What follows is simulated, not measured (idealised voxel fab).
Presented below is a process module, voxel gate over fins.
In the cross-section labelled cut, the width is 175 nm and each square cell is 5 nm.
Cross-section = grid of square cells, listed top down in bands; band = one or more rows. What a band's entry tells you: where the top is and where the bottom is, as heights in nm, and after that what lies inside, material by material from left to right, each with its width in nm. Empty space is written as the word "empty", and a single material marked with the word "all across" occupies the band from edge to edge. Height is counted from the level 0, under which the received wafer is composed throughout of one material. The lowest of the bands is not closed at the bottom but continues downward, in the notation "0 and below". Width: "30 to 40" (first number = top row, second number = bottom row, same change from row to row of cells). "no change", as given for a step, is the statement that not any cell of the cross-section underwent a change during that step. "Sealed-off cavities": empty spaces of 8 cells or more with no open way to the top, each given as width x height at distance, distance from the left edge, all in nm. after a step's settings: what the simulator itself notes on the step. On any step carrying a mask, the "overlay nm" setting, if present on the step's line, tells how far right of its planned place the mask lay; negative values point to the left.
[These are the steps we planned for the process]
step 1: RECEIVE with material Si
step 2: CONFORMAL_DEP with material SiN, thk nm 10
step 3: MASKED_ETCH with tone cover, mask id FINS, width nm 15, pitch nm 45, etch materials SiN, depth nm 10, overlay nm 0
step 4: MASKED_ETCH with tone cover, mask id FINS, width nm 15, pitch nm 45, etch materials Si, depth nm 30, overlay nm 0
step 5: OXIDIZE with depth nm 5
step 6: FILL_DEP with material SiO2, thk nm 5
step 7: CMP with height nm 10
step 8: SELECTIVE_ETCH with etch materials SiO2, depth nm 20
step 9: STRIP with etch materials SiN
step 10: CONFORMAL_DEP with material HfO2, thk nm 5
step 11: CONFORMAL_DEP with material TiN, thk nm 5
step 12: CONFORMAL_DEP with material TiAl, thk nm 5
step 13: CONFORMAL_DEP with material TiN, thk nm 5
step 14: FILL_DEP with material W, thk nm 10
step 15: CMP with height nm 25
step 16: CONFORMAL_DEP with material SiCN, thk nm 5
Variable across wafers: step 3 width nm (plan value is that of the first wafer; starting state common to all).
[Here's the first of the wafers in cross-section, just as we got it, i.e. after step 1]
- 0 and below  Si all across
- Sealed-off cavities: none
[first wafer at the end, after step 16]
- 30 down to 25  SiCN all across
- 25 down to 20  W all across
- 20 down to 15  W (20), then TiN (135), then W (20)
- 15 down to 10  W (20), then TiN (5), then TiAl (35), then TiN (10), then TiAl (35), then TiN (10), then TiAl (35), then TiN (5), then W (20)
- 10 down to 5  TiN (25), then TiAl (5), then TiN (25), then TiAl (5), then TiN (10), then TiAl (5), then TiN (25), then TiAl (5), then TiN (10), then TiAl (5), then TiN (25), then TiAl (5), then TiN (25)
- 5 down to 0  TiAl (30), then TiN (5), then HfO2 (15), then TiN (5), then TiAl (20), then TiN (5), then HfO2 (15), then TiN (5), then TiAl (20), then TiN (5), then HfO2 (15), then TiN (5), then TiAl (30)
- 0 down to -5  TiN (35), then HfO2 (5), then Si (5), then HfO2 (5), then TiN (30), then HfO2 (5), then Si (5), then HfO2 (5), then TiN (30), then HfO2 (5), then Si (5), then HfO2 (5), then TiN (35)
- -5 down to -10  HfO2 (40), then Si (5), then HfO2 (40), then Si (5), then HfO2 (40), then Si (5), then HfO2 (40)
- -10 down to -35  SiO2 (40), then Si (5), then SiO2 (40), then Si (5), then SiO2 (40), then Si (5), then SiO2 (40)
- -35 and below  Si all across
- Sealed-off cavities: none
[Final wafer cross-section at module end]
- 30 down to 25  SiCN all across
- 25 down to 20  W all across
- 20 down to 15  W (15), then TiN (150), then W (10)
- 15 down to 10  W (15), then TiN (5), then TiAl (140), then TiN (5), then W (10)
- 10 down to 5  TiN (20), then TiAl (5), then TiN (40), then TiAl (5), then TiN (40), then TiAl (5), then TiN (40), then TiAl (5), then TiN (15)
- 5 down to 0  TiAl (25), then TiN (5), then HfO2 (30), then TiN (5), then TiAl (5), then TiN (5), then HfO2 (30), then TiN (5), then TiAl (5), then TiN (5), then HfO2 (30), then TiN (5), then TiAl (20)
- 0 down to -5  TiN (30), then HfO2 (5), then Si (20), then HfO2 (5), then TiN (15), then HfO2 (5), then Si (20), then HfO2 (5), then TiN (15), then HfO2 (5), then Si (20), then HfO2 (5), then TiN (25)
- -5 down to -10  HfO2 (35), then Si (20), then HfO2 (25), then Si (20), then HfO2 (25), then Si (20), then HfO2 (30)
- -10 down to -35  SiO2 (35), then Si (20), then SiO2 (25), then Si (20), then SiO2 (25), then Si (20), then SiO2 (30)
- -35 and below  Si all across
- Sealed-off cavities: none
[Take any row and you have a wafer at the end of the module: how many cells of each material it has gained (+) or lost (-) since it was received, and then its closed voids]
width nm 15 | +47 HfO2 | -224 Si | +35 SiCN | +160 SiO2 | +47 TiAl | +94 TiN | +51 W | Sealed-off cavities: none
width nm 20 | +47 HfO2 | -203 Si | +35 SiCN | +145 SiO2 | +47 TiAl | +90 TiN | +49 W | Sealed-off cavities: none
width nm 25 | +47 HfO2 | -182 Si | +35 SiCN | +130 SiO2 | +47 TiAl | +86 TiN | +47 W | Sealed-off cavities: none
width nm 30 | +47 HfO2 | -161 Si | +35 SiCN | +115 SiO2 | +43 TiAl | +86 TiN | +45 W | Sealed-off cavities: none
